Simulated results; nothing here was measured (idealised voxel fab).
The name of this process module is voxel transistor to metal.
Square cells of 5 nm make up the cross-section cut, whose width is 205 nm.
Bands, listed from the top down, are how a cross-section gets written in this document; the cross-section itself is a grid of square cells, and a band is one or more rows of them. The entry gives the band's vertical extent as a top height and a bottom height in nm, then its horizontal make-up as materials from left to right, each with a width in nm. "empty" stands for empty space; a single material marked "everywhere" fills the band edge to edge. The reference from which all heights are counted is 0, the level beneath which the as-received wafer is entirely one material; the lowest band, having no lower bound, proceeds downward and is written after the example "0 nm and below". You'd read "30->40" like this: the band's top row of cells is as wide as the first number, its bottom row is as wide as the second, and going down, every row changes width by the same amount as the row before did. "nothing got changed" (step): cross-section cells unchanged, all of them. Reported under the label "Unvented internal voids" are the empty spaces having no open way to the top and comprising 8 cells or more; the notation for each is width x height at distance, in which the distance is measured from the left edge and all three values are in nm. If you see something after the settings on a step's line, that's the simulator's own remark about that step. The line of a step may include "overlay nm". On a step with a mask, this value is how far to the right of its planned place the mask lay. A negative value means the mask lay to the left. Quick note on how to read the rest: it's all pairs. You get the cross-section before a process step and the one after, but the after one only goes down as far as the lowest band that changed. The step in between, with its settings, sits under the pair. Heads up, the pairs can come from different runs of this module on the same starting wafer, so don't assume a pair picks up from the one above unless its "Prior to processing" entry says it does.
# Prior to processing
    15 nm to 5 nm  50 SiO2, then 110 empty, then 45 SiO2
    5 nm to 0 nm  SiO2 everywhere
    0 nm to -35 nm  50 SiO2, then 105 Si, then 50 SiO2
    -35 nm and below  Si everywhere
    Unvented internal voids: none
# Post-Step Section View
    10 nm to 0 nm  45 SiO2, then 120 empty, then 40 SiO2
    Note: structure below 0 unchanged.
    Unvented internal voids: none
The before and after cross-sections above differ by one step: SELECTIVE_ETCH,etch materials SiO2,depth nm 5
Prior to processing: equal to the after panel directly above.
# Post-Step Section View
    10 nm to 0 nm  45 SiO2, then 120 empty, then 40 SiO2
    0 nm to -5 nm  SiO2 everywhere
    Note: structure below -5 unchanged.
    Unvented internal voids: none
The before and after cross-sections above differ by one step: OXIDIZE,depth nm 5
Prior to processing: equal to the after panel directly above.
# Post-Step Section View
    40 nm to 30 nm  45 polySi, then 120 empty, then 40 polySi
    30 nm to 10 nm  polySi everywhere
    10 nm to 0 nm  45 SiO2, then 120 polySi, then 40 SiO2
    Note: structure below 0 unchanged.
    Unvented internal voids: none
The before and after cross-sections above differ by one step: DIRECTIONAL_DEP,material polySi,thk nm 30
Prior to processing: equal to the after panel directly above.
# Post-Step Section View
    50 nm to 40 nm  45 SiCN, then 120 empty, then 40 SiCN
    40 nm to 30 nm  45 polySi, then 120 SiCN, then 40 polySi
    Note: structure below 30 unchanged.
    Unvented internal voids: none
The before and after cross-sections above differ by one step: DIRECTIONAL_DEP,material SiCN,thk nm 10
Prior to processing: equal to the after panel directly above.
# Post-Step Section View
    40 nm to 30 nm  45 polySi, then 45 empty, then 25 SiCN, then 50 empty, then 40 polySi
    Note: structure below 30 unchanged.
    Unvented internal voids: none
The before and after cross-sections above differ by one step: MASKED_ETCH,tone cover,mask id GATE,width nm 25,etch materials SiCN,depth nm 20,overlay nm 0
Prior to processing: equal to the after panel directly above.
# Post-Step Section View
    40 nm to 30 nm  90 empty, then 25 SiCN, then 90 empty
    30 nm to 10 nm  90 empty, then 25 polySi, then 90 empty
    10 nm to 0 nm  45 SiO2, then 45 empty, then 25 polySi, then 50 empty, then 40 SiO2
    Note: structure below 0 unchanged.
    Unvented internal voids: none
The before and after cross-sections above differ by one step: MASKED_ETCH,tone cover,mask id GATE,width nm 25,etch materials polySi,depth nm 40,overlay nm 0
Prior to processing: equal to the after panel directly above.
# Post-Step Section View
    50 nm to 40 nm  80 empty, then 45 SiN, then 80 empty
    40 nm to 30 nm  80 empty, then 10 SiN, then 25 SiCN, then 10 SiN, then 80 empty
    30 nm to 20 nm  80 empty, then 10 SiN, then 25 polySi, then 10 SiN, then 80 empty
    20 nm to 10 nm  55 SiN, then 25 empty, then 10 SiN, then 25 polySi, then 10 SiN, then 30 empty, then 50 SiN
    10 nm to 0 nm  45 SiO2, then 45 SiN, then 25 polySi, then 50 SiN, then 40 SiO2
    Note: structure below 0 unchanged.
    Unvented internal voids: none
The before and after cross-sections above differ by one step: CONFORMAL_DEP,material SiN,thk nm 10
Prior to processing: equal to the after panel directly above.
# Post-Step Section View
    40 nm to 30 nm  80 empty, then 10 SiN, then 25 SiCN, then 10 SiN, then 80 empty
    30 nm to 10 nm  80 empty, then 10 SiN, then 25 polySi, then 10 SiN, then 80 empty
    10 nm to 0 nm  45 SiO2, then 10 SiN, then 25 empty, then 10 SiN, then 25 polySi, then 10 SiN, then 30 empty, then 10 SiN, then 40 SiO2
    Note: structure below 0 unchanged.
    Unvented internal voids: none
The before and after cross-sections above differ by one step: DIRECTIONAL_ETCH,etch materials SiN,depth nm 10
Prior to processing: equal to the after panel directly above.
# Post-Step Section View
    40 nm to 30 nm  80 empty, then 10 SiN, then 25 SiCN, then 10 SiN, then 80 empty
    30 nm to 10 nm  80 empty, then 10 SiN, then 25 polySi, then 10 SiN, then 80 empty
    10 nm to 5 nm  45 empty, then 10 SiN, then 25 empty, then 10 SiN, then 25 polySi, then 10 SiN, then 30 empty, then 10 SiN, then 40 empty
    5 nm to 0 nm  45 SiO2, then 10 SiN, then 25 empty, then 10 SiN, then 25 polySi, then 10 SiN, then 30 empty, then 10 SiN, then 40 SiO2
    0 nm to -5 nm  55 SiO2, then 25 empty, then 45 SiO2, then 30 empty, then 50 SiO2
    Note: structure below -5 unchanged.
    Unvented internal voids: none
The before and after cross-sections above differ by one step: DIRECTIONAL_ETCH,etch materials SiO2,depth nm 5
Prior to processing: equal to the after panel directly above.
# Post-Step Section View
    40 nm to 30 nm  80 empty, then 10 SiN, then 25 SiCN, then 10 SiN, then 80 empty
    30 nm to 10 nm  80 empty, then 10 SiN, then 25 polySi, then 10 SiN, then 80 empty
    10 nm to 5 nm  45 empty, then 10 SiN, then 25 empty, then 10 SiN, then 25 polySi, then 10 SiN, then 30 empty, then 10 SiN, then 40 empty
    5 nm to 0 nm  45 SiO2, then 10 SiN, then 25 empty, then 10 SiN, then 25 polySi, then 10 SiN, then 30 empty, then 10 SiN, then 40 SiO2
    0 nm to -5 nm  55 SiO2, then 25 empty, then 45 SiO2, then 30 empty, then 50 SiO2
    -5 nm to -10 nm  50 SiO2, then 5 Si, then 25 empty, then 45 Si, then 30 empty, then 50 SiO2
    Note: structure below -10 unchanged.
    Unvented internal voids: none
The before and after cross-sections above differ by one step: DIRECTIONAL_ETCH,etch materials Si,depth nm 5
Prior to processing: equal to the after panel directly above.
# Post-Step Section View
    40 nm to 30 nm  80 empty, then 10 SiN, then 25 SiCN, then 10 SiN, then 80 empty
    30 nm to 10 nm  80 empty, then 10 SiN, then 25 polySi, then 10 SiN, then 80 empty
    10 nm to 5 nm  45 empty, then 10 SiN, then 25 empty, then 10 SiN, then 25 polySi, then 10 SiN, then 30 empty, then 10 SiN, then 40 empty
    5 nm to 0 nm  45 SiO2, then 10 SiN, then 25 empty, then 10 SiN, then 25 polySi, then 10 SiN, then 30 empty, then 10 SiN, then 40 SiO2
    0 nm to -5 nm  55 SiO2, then 5 SiGe, then 15 empty, then 5 SiGe, then 45 SiO2, then 5 SiGe, then 25 empty, then 50 SiO2
    -5 nm to -10 nm  50 SiO2, then 5 Si, then 25 SiGe, then 45 Si, then 30 SiGe, then 50 SiO2
    Note: structure below -10 unchanged.
    Unvented internal voids: none
The before and after cross-sections above differ by one step: EPI,material SiGe,thk nm 5
Prior to processing: equal to the after panel directly above.
# Post-Step Section View
    45 nm to 40 nm  SiO2 everywhere
    40 nm to 30 nm  80 SiO2, then 10 SiN, then 25 SiCN, then 10 SiN, then 80 SiO2
    30 nm to 10 nm  80 SiO2, then 10 SiN, then 25 polySi, then 10 SiN, then 80 SiO2
    10 nm to 0 nm  45 SiO2, then 10 SiN, then 25 SiO2, then 10 SiN, then 25 polySi, then 10 SiN, then 30 SiO2, then 10 SiN, then 40 SiO2
    0 nm to -5 nm  55 SiO2, then 5 SiGe, then 15 SiO2, then 5 SiGe, then 45 SiO2, then 5 SiGe, then 75 SiO2
    Note: structure below -5 unchanged.
    Unvented internal voids: none
The before and after cross-sections above differ by one step: FILL_DEP,material SiO2,thk nm 5
Prior to processing: equal to the after panel directly above.
# Post-Step Section View
    40 nm to 30 nm  80 SiO2, then 10 SiN, then 25 SiCN, then 10 SiN, then 80 SiO2
    Note: structure below 30 unchanged.
    Unvented internal voids: none
The before and after cross-sections above differ by one step: CMP,height nm 40
Prior to processing: equal to the after panel directly above.
# Post-Step Section View
    55 nm to 40 nm  SiO2 everywhere
    Note: structure below 40 unchanged.
    Unvented internal voids: none
The before and after cross-sections above differ by one step: DIRECTIONAL_DEP,material SiO2,thk nm 15
Prior to processing: equal to the after panel directly above.
# Post-Step Section View
    65 nm to 55 nm  aC everywhere
    Note: structure below 55 unchanged.
    Unvented internal voids: none
The before and after cross-sections above differ by one step: DIRECTIONAL_DEP,material aC,thk nm 10
Prior to processing: equal to the after panel directly above.
# Post-Step Section View
    95 nm to 65 nm  50 resist, then 20 empty, then 65 resist, then 20 empty, then 50 resist
    Note: structure below 65 unchanged.
    Unvented internal voids: none
The before and after cross-sections above differ by one step: PATTERN,tone open,mask id CONTACT,material resist,width nm 20,pitch nm 85,thk nm 30,overlay nm 0
Prior to processing: equal to the after panel directly above.
# Post-Step Section View
    85 nm to 65 nm  50 resist, then 20 empty, then 65 resist, then 20 empty, then 50 resist
    65 nm to 55 nm  50 aC, then 20 empty, then 65 aC, then 20 empty, then 50 aC
    Note: structure below 55 unchanged.
    Unvented internal voids: none
The before and after cross-sections above differ by one step: DIRECTIONAL_ETCH,etch materials aC,depth nm 10
Prior to processing: equal to the after panel directly above.
# Post-Step Section View
    65 nm to 55 nm  50 aC, then 20 empty, then 65 aC, then 20 empty, then 50 aC
    Note: structure below 55 unchanged.
    Unvented internal voids: none
The before and after cross-sections above differ by one step: STRIP,etch materials resist
Prior to processing: equal to the after panel directly above.
# Post-Step Section View
    65 nm to 55 nm  50 aC, then 20 empty, then 65 aC, then 20 empty, then 50 aC
    55 nm to 40 nm  50 SiO2, then 20 empty, then 65 SiO2, then 20 empty, then 50 SiO2
    40 nm to 30 nm  50 SiO2, then 20 empty, then 10 SiO2, then 10 SiN, then 25 SiCN, then 10 SiN, then 10 SiO2, then 20 empty, then 50 SiO2
    30 nm to 10 nm  50 SiO2, then 20 empty, then 10 SiO2, then 10 SiN, then 25 polySi, then 10 SiN, then 10 SiO2, then 20 empty, then 50 SiO2
    10 nm to 0 nm  45 SiO2, then 10 SiN, then 15 empty, then 10 SiO2, then 10 SiN, then 25 polySi, then 10 SiN, then 10 SiO2, then 20 empty, then 10 SiN, then 40 SiO2
    0 nm to -5 nm  55 SiO2, then 5 SiGe, then 10 empty, then 5 SiO2, then 5 SiGe, then 45 SiO2, then 5 SiGe, then 5 SiO2, then 20 empty, then 50 SiO2
    Note: structure below -5 unchanged.
    Unvented internal voids: none
The before and after cross-sections above differ by one step: DIRECTIONAL_ETCH,etch materials SiO2,depth nm 60
Prior to processing: equal to the after panel directly above.
# Post-Step Section View
    55 nm to 40 nm  50 SiO2, then 20 empty, then 65 SiO2, then 20 empty, then 50 SiO2
    Note: structure below 40 unchanged.
    Unvented internal voids: none
The before and after cross-sections above differ by one step: STRIP,etch materials aC
Prior to processing: equal to the after panel directly above.
# Post-Step Section View
    60 nm to 55 nm  55 TiN, then 10 empty, then 75 TiN, then 10 empty, then 55 TiN
    55 nm to 40 nm  50 SiO2, then 5 TiN, then 10 empty, then 5 TiN, then 65 SiO2, then 5 TiN, then 10 empty, then 5 TiN, then 50 SiO2
    40 nm to 30 nm  50 SiO2, then 5 TiN, then 10 empty, then 5 TiN, then 10 SiO2, then 10 SiN, then 25 SiCN, then 10 SiN, then 10 SiO2, then 5 TiN, then 10 empty, then 5 TiN, then 50 SiO2
    30 nm to 15 nm  50 SiO2, then 5 TiN, then 10 empty, then 5 TiN, then 10 SiO2, then 10 SiN, then 25 polySi, then 10 SiN, then 10 SiO2, then 5 TiN, then 10 empty, then 5 TiN, then 50 SiO2
    15 nm to 10 nm  50 SiO2, then 10 TiN, then 5 empty, then 5 TiN, then 10 SiO2, then 10 SiN, then 25 polySi, then 10 SiN, then 10 SiO2, then 5 TiN, then 10 empty, then 5 TiN, then 50 SiO2
    10 nm to 5 nm  45 SiO2, then 10 SiN, then 5 TiN, then 5 empty, then 5 TiN, then 10 SiO2, then 10 SiN, then 25 polySi, then 10 SiN, then 10 SiO2, then 5 TiN, then 10 empty, then 5 TiN, then 10 SiN, then 40 SiO2
    5 nm to 0 nm  45 SiO2, then 10 SiN, then 15 TiN, then 10 SiO2, then 10 SiN, then 25 polySi, then 10 SiN, then 10 SiO2, then 5 TiN, then 10 empty, then 5 TiN, then 10 SiN, then 40 SiO2
    0 nm to -5 nm  55 SiO2, then 5 SiGe, then 10 TiN, then 5 SiO2, then 5 SiGe, then 45 SiO2, then 5 SiGe, then 5 SiO2, then 20 TiN, then 50 SiO2
    Note: structure below -5 unchanged.
    Unvented internal voids: none
The before and after cross-sections above differ by one step: CONFORMAL_DEP,material TiN,thk nm 5
Prior to processing: equal to the after panel directly above.
# Post-Step Section View
    65 nm to 60 nm  W everywhere
    60 nm to 55 nm  55 TiN, then 10 W, then 75 TiN, then 10 W, then 55 TiN
    55 nm to 40 nm  50 SiO2, then 5 TiN, then 10 W, then 5 TiN, then 65 SiO2, then 5 TiN, then 10 W, then 5 TiN, then 50 SiO2
    40 nm to 30 nm  50 SiO2, then 5 TiN, then 10 W, then 5 TiN, then 10 SiO2, then 10 SiN, then 25 SiCN, then 10 SiN, then 10 SiO2, then 5 TiN, then 10 W, then 5 TiN, then 50 SiO2
    30 nm to 15 nm  50 SiO2, then 5 TiN, then 10 W, then 5 TiN, then 10 SiO2, then 10 SiN, then 25 polySi, then 10 SiN, then 10 SiO2, then 5 TiN, then 10 W, then 5 TiN, then 50 SiO2
    15 nm to 10 nm  50 SiO2, then 10 TiN, then 5 W, then 5 TiN, then 10 SiO2, then 10 SiN, then 25 polySi, then 10 SiN, then 10 SiO2, then 5 TiN, then 10 W, then 5 TiN, then 50 SiO2
    10 nm to 5 nm  45 SiO2, then 10 SiN, then 5 TiN, then 5 W, then 5 TiN, then 10 SiO2, then 10 SiN, then 25 polySi, then 10 SiN, then 10 SiO2, then 5 TiN, then 10 W, then 5 TiN, then 10 SiN, then 40 SiO2
    5 nm to 0 nm  45 SiO2, then 10 SiN, then 15 TiN, then 10 SiO2, then 10 SiN, then 25 polySi, then 10 SiN, then 10 SiO2, then 5 TiN, then 10 W, then 5 TiN, then 10 SiN, then 40 SiO2
    Note: structure below 0 unchanged.
    Unvented internal voids: none
The before and after cross-sections above differ by one step: FILL_DEP,material W,thk nm 5
Prior to processing: equal to the after panel directly above.
# Post-Step Section View
    55 nm to 40 nm  50 SiO2, then 5 TiN, then 10 W, then 5 TiN, then 65 SiO2, then 5 TiN, then 10 W, then 5 TiN, then 50 SiO2
    Note: structure below 40 unchanged.
    Unvented internal voids: none
The before and after cross-sections above differ by one step: CMP,height nm 55
Prior to processing: equal to the after panel directly above.
# Post-Step Section View
    60 nm to 55 nm  TiN everywhere
    Note: structure below 55 unchanged.
    Unvented internal voids: none
The before and after cross-sections above differ by one step: DIRECTIONAL_DEP,material TiN,thk nm 5
Prior to processing: equal to the after panel directly above.
# Post-Step Section View
    85 nm to 60 nm  W everywhere
    Note: structure below 60 unchanged.
    Unvented internal voids: none
The before and after cross-sections above differ by one step: DIRECTIONAL_DEP,material W,thk nm 25
Prior to processing: equal to the after panel directly above.
# Post-Step Section View
    85 nm to 60 nm  50 empty, then 20 W, then 65 empty, then 20 W, then 50 empty
    Note: structure below 60 unchanged.
    Unvented internal voids: none
The before and after cross-sections above differ by one step: MASKED_ETCH,tone cover,mask id METAL_1,width nm 20,pitch nm 85,etch materials W,depth nm 25,overlay nm 0
Prior to processing: equal to the after panel directly above.
# Post-Step Section View
    85 nm to 60 nm  50 empty, then 20 W, then 65 empty, then 20 W, then 50 empty
    60 nm to 55 nm  50 empty, then 20 TiN, then 65 empty, then 20 TiN, then 50 empty
    Note: structure below 55 unchanged.
    Unvented internal voids: none
The before and after cross-sections above differ by one step: MASKED_ETCH,tone cover,mask id METAL_1,width nm 20,pitch nm 85,etch materials TiN,depth nm 5,overlay nm 0
Prior to processing: equal to the after panel directly above.
# Post-Step Section View
    95 nm to 85 nm  lowk everywhere
    85 nm to 60 nm  50 lowk, then 20 W, then 65 lowk, then 20 W, then 50 lowk
    60 nm to 55 nm  50 lowk, then 20 TiN, then 65 lowk, then 20 TiN, then 50 lowk
    Note: structure below 55 unchanged.
    Unvented internal voids: none
The before and after cross-sections above differ by one step: FILL_DEP,material lowk,thk nm 10
Prior to processing: equal to the after panel directly above.
# Post-Step Section View
    85 nm to 60 nm  50 lowk, then 20 W, then 65 lowk, then 20 W, then 50 lowk
    Note: structure below 60 unchanged.
    Unvented internal voids: none
The before and after cross-sections above differ by one step: CMP,height nm 85
Prior to processing: equal to the after panel directly above.
# Post-Step Section View
    90 nm to 85 nm  SiCN everywhere
    Note: structure below 85 unchanged.
    Unvented internal voids: none
The before and after cross-sections above differ by one step: CONFORMAL_DEP,material SiCN,thk nm 5
Prior to processing: equal to the after panel directly above.
# Post-Step Section View
    115 nm to 90 nm  SiO2 everywhere
    Note: structure below 90 unchanged.
    Unvented internal voids: none
The before and after cross-sections above differ by one step: DIRECTIONAL_DEP,material SiO2,thk nm 25
Prior to processing: equal to the after panel directly above.
# Post-Step Section View
    130 nm to 115 nm  aC everywhere
    Note: structure below 115 unchanged.
    Unvented internal voids: none
The before and after cross-sections above differ by one step: DIRECTIONAL_DEP,material aC,thk nm 15
Prior to processing: equal to the after panel directly above.
# Post-Step Section View
    160 nm to 130 nm  50 resist, then 20 empty, then 65 resist, then 20 empty, then 50 resist
    Note: structure below 130 unchanged.
    Unvented internal voids: none
The before and after cross-sections above differ by one step: PATTERN,tone open,mask id METAL_2,material resist,width nm 20,pitch nm 85,thk nm 30,overlay nm 0
Prior to processing: equal to the after panel directly above.
# Post-Step Section View
    145 nm to 130 nm  50 resist, then 20 empty, then 65 resist, then 20 empty, then 50 resist
    130 nm to 115 nm  50 aC, then 20 empty, then 65 aC, then 20 empty, then 50 aC
    Note: structure below 115 unchanged.
    Unvented internal voids: none
The before and after cross-sections above differ by one step: DIRECTIONAL_ETCH,etch materials aC,depth nm 15
Prior to processing: equal to the after panel directly above.
# Post-Step Section View
    130 nm to 115 nm  50 aC, then 20 empty, then 65 aC, then 20 empty, then 50 aC
    Note: structure below 115 unchanged.
    Unvented internal voids: none
The before and after cross-sections above differ by one step: STRIP,etch materials resist
Prior to processing: equal to the after panel directly above.
# Post-Step Section View
    130 nm to 115 nm  50 aC, then 20 empty, then 65 aC, then 20 empty, then 50 aC
    115 nm to 100 nm  50 SiO2, then 20 empty, then 65 SiO2, then 20 empty, then 50 SiO2
    Note: structure below 100 unchanged.
    Unvented internal voids: none
The before and after cross-sections above differ by one step: DIRECTIONAL_ETCH,etch materials SiO2,depth nm 15
Prior to processing: equal to the after panel directly above.
# Post-Step Section View
    115 nm to 100 nm  50 SiO2, then 20 empty, then 65 SiO2, then 20 empty, then 50 SiO2
    Note: structure below 100 unchanged.
    Unvented internal voids: none
The before and after cross-sections above differ by one step: STRIP,etch materials aC
Prior to processing: equal to the after panel directly above.
# Post-Step Section View
    130 nm to 115 nm  50 aC, then 20 empty, then 65 aC, then 20 empty, then 50 aC
    115 nm to 100 nm  50 SiO2, then 20 aC, then 65 SiO2, then 20 aC, then 50 SiO2
    Note: structure below 100 unchanged.
    Unvented internal voids: none
The before and after cross-sections above differ by one step: DIRECTIONAL_DEP,material aC,thk nm 15
Prior to processing: equal to the after panel directly above.
# Post-Step Section View
    160 nm to 130 nm  50 resist, then 15 empty, then 70 resist, then 15 empty, then 55 resist
    130 nm to 115 nm  50 aC, then 15 empty, then 5 resist, then 65 aC, then 15 empty, then 5 resist, then 50 aC
    Note: structure below 115 unchanged.
    Unvented internal voids: none
The before and after cross-sections above differ by one step: PATTERN,tone open,mask id METAL_2_HOLES,material resist,width nm 15,pitch nm 85,thk nm 30,overlay nm 0
Prior to processing: equal to the after panel directly above.
# Post-Step Section View
    145 nm to 130 nm  50 resist, then 15 empty, then 70 resist, then 15 empty, then 55 resist
    130 nm to 115 nm  50 aC, then 15 empty, then 5 resist, then 65 aC, then 15 empty, then 5 resist, then 50 aC
    115 nm to 100 nm  50 SiO2, then 15 empty, then 5 aC, then 65 SiO2, then 15 empty, then 5 aC, then 50 SiO2
    Note: structure below 100 unchanged.
    Unvented internal voids: none
The before and after cross-sections above differ by one step: DIRECTIONAL_ETCH,etch materials aC,depth nm 15
Prior to processing: equal to the after panel directly above.
# Post-Step Section View
    130 nm to 115 nm  50 aC, then 20 empty, then 65 aC, then 20 empty, then 50 aC
    Note: structure below 115 unchanged.
    Unvented internal voids: none
The before and after cross-sections above differ by one step: STRIP,etch materials resist
Prior to processing: equal to the after panel directly above.
# Post-Step Section View
    130 nm to 115 nm  50 aC, then 20 empty, then 65 aC, then 20 empty, then 50 aC
    115 nm to 100 nm  50 SiO2, then 15 empty, then 5 aC, then 65 SiO2, then 15 empty, then 5 aC, then 50 SiO2
    100 nm to 90 nm  50 SiO2, then 15 empty, then 70 SiO2, then 15 empty, then 55 SiO2
    Note: structure below 90 unchanged.
    Unvented internal voids: none
The before and after cross-sections above differ by one step: DIRECTIONAL_ETCH,etch materials SiO2,depth nm 10
Prior to processing: equal to the after panel directly above.
# Post-Step Section View
    130 nm to 115 nm  50 aC, then 20 empty, then 65 aC, then 20 empty, then 50 aC
    115 nm to 100 nm  50 SiO2, then 15 empty, then 5 aC, then 65 SiO2, then 15 empty, then 5 aC, then 50 SiO2
    100 nm to 90 nm  50 SiO2, then 15 empty, then 70 SiO2, then 15 empty, then 55 SiO2
    90 nm to 85 nm  50 SiCN, then 15 empty, then 70 SiCN, then 15 empty, then 55 SiCN
    Note: structure below 85 unchanged.
    Unvented internal voids: none
The before and after cross-sections above differ by one step: DIRECTIONAL_ETCH,etch materials SiCN,depth nm 5
Prior to processing: equal to the after panel directly above.
# Post-Step Section View
    115 nm to 100 nm  50 SiO2, then 20 empty, then 65 SiO2, then 20 empty, then 50 SiO2
    Note: structure below 100 unchanged.
    Unvented internal voids: none
The before and after cross-sections above differ by one step: STRIP,etch materials aC
Prior to processing: equal to the after panel directly above.
# Post-Step Section View
    120 nm to 115 nm  55 TiN, then 10 empty, then 75 TiN, then 10 empty, then 55 TiN
    115 nm to 105 nm  50 SiO2, then 5 TiN, then 10 empty, then 5 TiN, then 65 SiO2, then 5 TiN, then 10 empty, then 5 TiN, then 50 SiO2
    105 nm to 100 nm  50 SiO2, then 5 TiN, then 5 empty, then 10 TiN, then 65 SiO2, then 5 TiN, then 5 empty, then 10 TiN, then 50 SiO2
    100 nm to 90 nm  50 SiO2, then 5 TiN, then 5 empty, then 5 TiN, then 70 SiO2, then 5 TiN, then 5 empty, then 5 TiN, then 55 SiO2
    90 nm to 85 nm  50 SiCN, then 15 TiN, then 70 SiCN, then 15 TiN, then 55 SiCN
    Note: structure below 85 unchanged.
    Unvented internal voids: none
The before and after cross-sections above differ by one step: CONFORMAL_DEP,material TiN,thk nm 5
Prior to processing: equal to the after panel directly above.
# Post-Step Section View
    130 nm to 120 nm  Ru everywhere
    120 nm to 115 nm  55 TiN, then 10 Ru, then 75 TiN, then 10 Ru, then 55 TiN
    115 nm to 105 nm  50 SiO2, then 5 TiN, then 10 Ru, then 5 TiN, then 65 SiO2, then 5 TiN, then 10 Ru, then 5 TiN, then 50 SiO2
    105 nm to 100 nm  50 SiO2, then 5 TiN, then 5 Ru, then 10 TiN, then 65 SiO2, then 5 TiN, then 5 Ru, then 10 TiN, then 50 SiO2
    100 nm to 90 nm  50 SiO2, then 5 TiN, then 5 Ru, then 5 TiN, then 70 SiO2, then 5 TiN, then 5 Ru, then 5 TiN, then 55 SiO2
    Note: structure below 90 unchanged.
    Unvented internal voids: none
The before and after cross-sections above differ by one step: FILL_DEP,material Ru,thk nm 10
Prior to processing: equal to the after panel directly above.
# Post-Step Section View
    115 nm to 105 nm  50 SiO2, then 5 TiN, then 10 Ru, then 5 TiN, then 65 SiO2, then 5 TiN, then 10 Ru, then 5 TiN, then 50 SiO2
    Note: structure below 105 unchanged.
    Unvented internal voids: none
The before and after cross-sections above differ by one step: CMP,height nm 115
Prior to processing: equal to the after panel directly above.
# Post-Step Section View
    120 nm to 115 nm  SiCN everywhere
    Note: structure below 115 unchanged.
    Unvented internal voids: none
The before and after cross-sections above differ by one step: CONFORMAL_DEP,material SiCN,thk nm 5
# Prior to processing
    85 nm to 60 nm  50 empty, then 20 W, then 65 empty, then 20 W, then 50 empty
    60 nm to 55 nm  TiN everywhere
    55 nm to 40 nm  50 SiO2, then 5 TiN, then 10 W, then 5 TiN, then 65 SiO2, then 5 TiN, then 10 W, then 5 TiN, then 50 SiO2
    40 nm to 30 nm  50 SiO2, then 5 TiN, then 10 W, then 5 TiN, then 10 SiO2, then 10 SiN, then 25 SiCN, then 10 SiN, then 10 SiO2, then 5 TiN, then 10 W, then 5 TiN, then 50 SiO2
    30 nm to 10 nm  50 SiO2, then 5 TiN, then 10 W, then 5 TiN, then 10 SiO2, then 10 SiN, then 25 polySi, then 10 SiN, then 10 SiO2, then 5 TiN, then 10 W, then 5 TiN, then 50 SiO2
    10 nm to 0 nm  40 SiO2, then 10 SiN, then 5 TiN, then 10 W, then 5 TiN, then 10 SiO2, then 10 SiN, then 25 polySi, then 10 SiN, then 10 SiO2, then 5 TiN, then 10 W, then 5 TiN, then 10 SiN, then 40 SiO2
    0 nm to -5 nm  50 SiO2, then 20 TiN, then 5 SiO2, then 5 SiGe, then 45 SiO2, then 5 SiGe, then 5 SiO2, then 20 TiN, then 50 SiO2
    -5 nm to -10 nm  50 SiO2, then 30 SiGe, then 45 Si, then 30 SiGe, then 50 SiO2
    -10 nm to -35 nm  50 SiO2, then 105 Si, then 50 SiO2
    -35 nm and below  Si everywhere
    Unvented internal voids: none
# Post-Step Section View
    85 nm to 60 nm  50 empty, then 20 W, then 65 empty, then 20 W, then 50 empty
    60 nm to 55 nm  50 empty, then 30 TiN, then 55 empty, then 30 TiN, then 40 empty
    Note: structure below 55 unchanged.
    Unvented internal voids: none
The before and after cross-sections above differ by one step: MASKED_ETCH,tone cover,mask id METAL_1,width nm 20,pitch nm 85,etch materials TiN,depth nm 5,overlay nm 10
Prior to processing: equal to the after panel directly above.
# Post-Step Section View
    95 nm to 85 nm  lowk everywhere
    85 nm to 60 nm  50 lowk, then 20 W, then 65 lowk, then 20 W, then 50 lowk
    60 nm to 55 nm  50 lowk, then 30 TiN, then 55 lowk, then 30 TiN, then 40 lowk
    Note: structure below 55 unchanged.
    Unvented internal voids: none
The before and after cross-sections above differ by one step: FILL_DEP,material lowk,thk nm 10
Prior to processing: equal to the after panel directly above.
# Post-Step Section View
    85 nm to 60 nm  50 lowk, then 20 W, then 65 lowk, then 20 W, then 50 lowk
    Note: structure below 60 unchanged.
    Unvented internal voids: none
The before and after cross-sections above differ by one step: CMP,height nm 85
Prior to processing: equal to the after panel directly above.
# Post-Step Section View
    90 nm to 85 nm  SiCN everywhere
    Note: structure below 85 unchanged.
    Unvented internal voids: none
The before and after cross-sections above differ by one step: CONFORMAL_DEP,material SiCN,thk nm 5
Prior to processing: equal to the after panel directly above.
# Post-Step Section View
    115 nm to 90 nm  SiO2 everywhere
    Note: structure below 90 unchanged.
    Unvented internal voids: none
The before and after cross-sections above differ by one step: DIRECTIONAL_DEP,material SiO2,thk nm 25
Prior to processing: equal to the after panel directly above.
# Post-Step Section View
    130 nm to 115 nm  aC everywhere
    Note: structure below 115 unchanged.
    Unvented internal voids: none
The before and after cross-sections above differ by one step: DIRECTIONAL_DEP,material aC,thk nm 15
Prior to processing: equal to the after panel directly above.
# Post-Step Section View
    160 nm to 130 nm  50 resist, then 20 empty, then 65 resist, then 20 empty, then 50 resist
    Note: structure below 130 unchanged.
    Unvented internal voids: none
The before and after cross-sections above differ by one step: PATTERN,tone open,mask id METAL_2,material resist,width nm 20,pitch nm 85,thk nm 30,overlay nm 0
Prior to processing: equal to the after panel directly above.
# Post-Step Section View
    145 nm to 130 nm  50 resist, then 20 empty, then 65 resist, then 20 empty, then 50 resist
    130 nm to 115 nm  50 aC, then 20 empty, then 65 aC, then 20 empty, then 50 aC
    Note: structure below 115 unchanged.
    Unvented internal voids: none
The before and after cross-sections above differ by one step: DIRECTIONAL_ETCH,etch materials aC,depth nm 15
Prior to processing: equal to the after panel directly above.
# Post-Step Section View
    130 nm to 115 nm  50 aC, then 20 empty, then 65 aC, then 20 empty, then 50 aC
    Note: structure below 115 unchanged.
    Unvented internal voids: none
The before and after cross-sections above differ by one step: STRIP,etch materials resist
Prior to processing: equal to the after panel directly above.
# Post-Step Section View
    130 nm to 115 nm  50 aC, then 20 empty, then 65 aC, then 20 empty, then 50 aC
    115 nm to 100 nm  50 SiO2, then 20 empty, then 65 SiO2, then 20 empty, then 50 SiO2
    Note: structure below 100 unchanged.
    Unvented internal voids: none
The before and after cross-sections above differ by one step: DIRECTIONAL_ETCH,etch materials SiO2,depth nm 15
Prior to processing: equal to the after panel directly above.
# Post-Step Section View
    115 nm to 100 nm  50 SiO2, then 20 empty, then 65 SiO2, then 20 empty, then 50 SiO2
    Note: structure below 100 unchanged.
    Unvented internal voids: none
The before and after cross-sections above differ by one step: STRIP,etch materials aC
Prior to processing: equal to the after panel directly above.
# Post-Step Section View
    130 nm to 115 nm  50 aC, then 20 empty, then 65 aC, then 20 empty, then 50 aC
    115 nm to 100 nm  50 SiO2, then 20 aC, then 65 SiO2, then 20 aC, then 50 SiO2
    Note: structure below 100 unchanged.
    Unvented internal voids: none
The before and after cross-sections above differ by one step: DIRECTIONAL_DEP,material aC,thk nm 15
